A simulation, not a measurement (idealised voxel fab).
process module | voxel trench capacitor
cross-section cut | 300 nm wide | cells 5 nm
A cross-section is a grid of square cells, given in bands from the top down. A band is one or more rows of cells.
Each band's line starts with the height of the band's top and of its bottom, in nm. Then come its materials from left to right, each with its width in nm. One material with "throughout" fills the band from edge to edge. "air" is empty space.
Height 0 is the level under which the wafer as received is all one material. The lowest band goes on downwards, as in "0 down".
A width such as "30 to 40" changes by the same amount from each row of cells to the next, from the band's top row to its bottom row.
"no change" after a step means that no cell of the cross-section changed.
closed voids: empty space of 8 cells or more with no open way to the top, each as width x height at its distance from the left edge, in nm
after a step's settings: what the simulator itself notes on the step
overlay nm, on a step with a mask: how far to the right of its planned place the mask lay; to the left if negative
plan
1 op RECEIVE | material Si
2 op CONFORMAL_DEP | material SiN | thk nm 5
3 op DIRECTIONAL_DEP | material aC | thk nm 10
4 op PATTERN | tone open | mask id TRENCH | material resist | width nm 20 | pitch nm 35 | thk nm 30 | overlay nm 0
5 op DIRECTIONAL_ETCH | etch materials aC | depth nm 10
6 op STRIP | etch materials resist
7 op DIRECTIONAL_ETCH | etch materials SiN | depth nm 5
8 op DIRECTIONAL_ETCH | etch materials Si | depth nm 35
9 op STRIP | etch materials aC
10 op CONFORMAL_DEP | material SiO2 | thk nm 5
11 op FILL_DEP | material polySi | thk nm 10
12 op CMP | height nm 5
as received, after step 1
  0 down: Si throughout
  closed voids: none
a wafer at the end: this start, this plan, one mistake
  20 to 10: polySi throughout
  10 to 5: SiO2 110 | polySi 10 | SiO2 25 | polySi 10 | SiO2 25 | polySi 10 | SiO2 110
  5 to 0: SiN 105 | SiO2 5 | polySi 10 | SiO2 5 | SiN 15 | SiO2 5 | polySi 10 | SiO2 5 | SiN 15 | SiO2 5 | polySi 10 | SiO2 5 | SiN 105
  0 to -30: Si 105 | SiO2 5 | polySi 10 | SiO2 5 | Si 15 | SiO2 5 | polySi 10 | SiO2 5 | Si 15 | SiO2 5 | polySi 10 | SiO2 5 | Si 105
  -30 to -35: Si 105 | SiO2 20 | Si 15 | SiO2 20 | Si 15 | SiO2 20 | Si 105
  -35 down: Si throughout
  closed voids: none
what went wrong: step 12 was left out
